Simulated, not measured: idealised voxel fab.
process module | voxel transistor to metal
cross-section cut | 205 nm wide | cells 5 nm
A cross-section is a grid of square cells, given in bands from the top down. A band is one or more rows of cells.
Each band's line starts with the height of the band's top and of its bottom, in nm. Then come its materials from left to right, each with its width in nm. One material with "throughout" fills the band from edge to edge. "air" is empty space.
Height 0 is the level under which the wafer as received is all one material. The lowest band goes on downwards, as in "0 down".
A width such as "30 to 40" changes by the same amount from each row of cells to the next, from the band's top row to its bottom row.
"no change" after a step means that no cell of the cross-section changed.
closed voids: empty space of 8 cells or more with no open way to the top, each as width x height at its distance from the left edge, in nm
after a step's settings: what the simulator itself notes on the step
overlay nm, on a step with a mask: how far to the right of its planned place the mask lay; to the left if negative
plan
1 op RECEIVE | material Si
2 op OXIDIZE | depth nm 5
3 op CONFORMAL_DEP | material SiN | thk nm 10
4 op PATTERN | tone cover | mask id ACTIVE | material resist | width nm 110 | thk nm 15 | overlay nm 0
5 op DIRECTIONAL_ETCH | etch materials SiN | depth nm 10
6 op DIRECTIONAL_ETCH | etch materials SiO2 | depth nm 5
7 op DIRECTIONAL_ETCH | etch materials Si | depth nm 35
8 op STRIP | etch materials resist
9 op OXIDIZE | depth nm 5
10 op FILL_DEP | material SiO2 | thk nm 15
11 op CMP | height nm 10
12 op SELECTIVE_ETCH | etch materials SiO2 | depth nm 5
13 op STRIP | etch materials SiN
14 op SELECTIVE_ETCH | etch materials SiO2 | depth nm 5
15 op OXIDIZE | depth nm 5
16 op DIRECTIONAL_DEP | material polySi | thk nm 25
17 op DIRECTIONAL_DEP | material SiCN | thk nm 15
18 op MASKED_ETCH | tone cover | mask id GATE | width nm 20 | etch materials SiCN | depth nm 25 | overlay nm 0
19 op MASKED_ETCH | tone cover | mask id GATE | width nm 20 | etch materials polySi | depth nm 35 | overlay nm 0
20 op CONFORMAL_DEP | material SiN | thk nm 5
21 op DIRECTIONAL_ETCH | etch materials SiN | depth nm 5
22 op DIRECTIONAL_ETCH | etch materials SiO2 | depth nm 5
23 op DIRECTIONAL_ETCH | etch materials Si | depth nm 5
24 op EPI | material pSi | thk nm 10
25 op FILL_DEP | material SiO2 | thk nm 10
26 op CMP | height nm 35
27 op DIRECTIONAL_DEP | material SiO2 | thk nm 10
28 op DIRECTIONAL_DEP | material aC | thk nm 15
29 op PATTERN | tone open | mask id CONTACT | material resist | width nm 15 | pitch nm 75 | thk nm 30 | overlay nm 0
30 op DIRECTIONAL_ETCH | etch materials aC | depth nm 15
31 op STRIP | etch materials resist
32 op DIRECTIONAL_ETCH | etch materials SiO2 | depth nm 50
33 op STRIP | etch materials aC
34 op CONFORMAL_DEP | material TiN | thk nm 5
35 op FILL_DEP | material W | thk nm 5
36 op CMP | height nm 45
37 op DIRECTIONAL_DEP | material TiN | thk nm 5
38 op DIRECTIONAL_DEP | material W | thk nm 25
39 op PATTERN | tone cover | mask id METAL_1 | material resist | width nm 15 | pitch nm 75 | thk nm 15 | overlay nm 0
40 op DIRECTIONAL_ETCH | etch materials W | depth nm 25
41 op DIRECTIONAL_ETCH | etch materials TiN | depth nm 5
42 op STRIP | etch materials resist
43 op FILL_DEP | material lowk | thk nm 10
44 op CMP | height nm 75
45 op CONFORMAL_DEP | material SiCN | thk nm 5
46 op DIRECTIONAL_DEP | material lowk | thk nm 35
47 op MASKED_ETCH | tone open | mask id METAL_2 | width nm 15 | pitch nm 75 | etch materials lowk | depth nm 20 | overlay nm 0
48 op MASKED_ETCH | tone open | mask id METAL_2_HOLES | width nm 15 | pitch nm 75 | etch materials lowk | depth nm 15 | overlay nm 0
49 op MASKED_ETCH | tone open | mask id METAL_2_HOLES | width nm 15 | pitch nm 75 | etch materials SiCN | depth nm 5 | overlay nm 0
50 op CONFORMAL_DEP | material TiN | thk nm 5
51 op FILL_DEP | material Cu | thk nm 5
52 op CMP | height nm 115
53 op CONFORMAL_DEP | material SiN | thk nm 5
varied across the wafers: depth nm of step 12. The plan shows the first wafer's value. All wafers start alike
first wafer as received, after step 1
  0 down: Si throughout
  closed voids: none
each wafer at the end: cells of each material gained (+) or lost (-) since it was received, then its closed voids
depth nm 5 | +14 Cu | -243 Si | +47 SiCN | +59 SiN | +468 SiO2 | +82 TiN | +48 W | +455 lowk | +34 pSi | +20 polySi | closed voids: none
depth nm 10 | +14 Cu | -243 Si | +47 SiCN | +57 SiN | +470 SiO2 | +82 TiN | +48 W | +455 lowk | +34 pSi | +20 polySi | closed voids: none
depth nm 15 | +14 Cu | -243 Si | +47 SiCN | +59 SiN | +472 SiO2 | +82 TiN | +48 W | +455 lowk | +30 pSi | +20 polySi | closed voids: none
depth nm 20 | +14 Cu | -245 Si | +47 SiCN | +61 SiN | +472 SiO2 | +82 TiN | +48 W | +455 lowk | +30 pSi | +20 polySi | closed voids: none
depth nm 25 | +14 Cu | -247 Si | +47 SiCN | +63 SiN | +472 SiO2 | +82 TiN | +48 W | +455 lowk | +30 pSi | +20 polySi | closed voids: none
